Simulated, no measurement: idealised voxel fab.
voxel wiring stack: a process module
Square cell edge 5 nm, section width 215 nm, ID cut.
A cross-section is a grid of square cells, given in bands from the top down. A band is one or more rows of cells.
Band entry format. Leading values: height of top, height of bottom, nm. Remainder: materials in left-to-right order, each with its width in nm. Special words: "everywhere" on a single material, which then fills the band edge to edge; "blank", empty space.
Where do heights start? At 0: under that level the wafer as delivered is made of one material only. And the lowest band has no floor; it just carries on downward, as in "from 0 down".
Read "30 to 40" as a graded width: first number on top, second number at the bottom, same change between each pair of neighbouring rows.
"remained unchanged", as given for a step, is the statement that not any cell of the cross-section underwent a change during that step.
Listed in "Enclosed empty spaces": every empty space of 8 or more cells without an open way to the top. Form: width x height at distance, the distance being from the left edge, all in nm.
Where a step's line continues beyond its settings, the continuation is a remark by the simulator itself on that step.
overlay nm: for a step with a mask, the amount by which the mask lay right of where it was planned; a negative amount means left of it.
Process steps (planned)
step 1: RECEIVE (material Si)
step 2: CONFORMAL_DEP (material SiO2; thk nm 15)
step 3: DIRECTIONAL_DEP (material TiN; thk nm 5)
step 4: DIRECTIONAL_DEP (material Ru; thk nm 20)
step 5: PATTERN (tone cover; mask id METAL_1; material resist; width nm 15; pitch nm 45; thk nm 15; overlay nm 0)
step 6: DIRECTIONAL_ETCH (etch materials Ru; depth nm 20)
step 7: DIRECTIONAL_ETCH (etch materials TiN; depth nm 5)
step 8: STRIP (etch materials resist)
step 9: FILL_DEP (material lowk; thk nm 5)
step 10: CMP (height nm 40)
step 11: CONFORMAL_DEP (material SiCN; thk nm 5)
step 12: DIRECTIONAL_DEP (material SiO2; thk nm 35)
step 13: PATTERN (tone open; mask id METAL_2; material resist; width nm 20; pitch nm 45; thk nm 20; overlay nm 0)
step 14: DIRECTIONAL_ETCH (etch materials SiO2; depth nm 20)
step 15: STRIP (etch materials resist)
step 16: DIRECTIONAL_DEP (material aC; thk nm 15)
step 17: PATTERN (tone open; mask id METAL_2_HOLES; material resist; width nm 15; pitch nm 90; thk nm 35; overlay nm 0)
step 18: DIRECTIONAL_ETCH (etch materials aC; depth nm 15)
step 19: STRIP (etch materials resist)
step 20: DIRECTIONAL_ETCH (etch materials SiO2; depth nm 15)
step 21: DIRECTIONAL_ETCH (etch materials SiCN; depth nm 5)
step 22: STRIP (etch materials aC)
step 23: CONFORMAL_DEP (material TiN; thk nm 5)
step 24: FILL_DEP (material Cu; thk nm 5)
step 25: CMP (height nm 80)
step 26: CONFORMAL_DEP (material SiN; thk nm 5)
Among the wafers covered here, the point of difference is the width nm at step 5; their starting state is shared, and the plan presents the value of the first wafer.
As received, i.e. after step 1: cross-section through the first of several wafers
from 0 down | Si everywhere
Enclosed empty spaces: none
Note: the following table is arranged by wafer, a row apiece. Each row reports the end-of-module state: per material, cells gained (+) or cells lost (-) compared with the wafer as received; closed voids follow
width nm 15; +32 Cu; +48 Ru; +37 SiCN; +43 SiN; +348 SiO2; +68 TiN; +155 lowk; Enclosed empty spaces: none
width nm 20; +32 Cu; +64 Ru; +37 SiCN; +43 SiN; +348 SiO2; +72 TiN; +135 lowk; Enclosed empty spaces: none
width nm 25; +32 Cu; +80 Ru; +37 SiCN; +43 SiN; +348 SiO2; +76 TiN; +115 lowk; Enclosed empty spaces: none
width nm 30; +32 Cu; +96 Ru; +37 SiCN; +43 SiN; +348 SiO2; +80 TiN; +95 lowk; Enclosed empty spaces: none
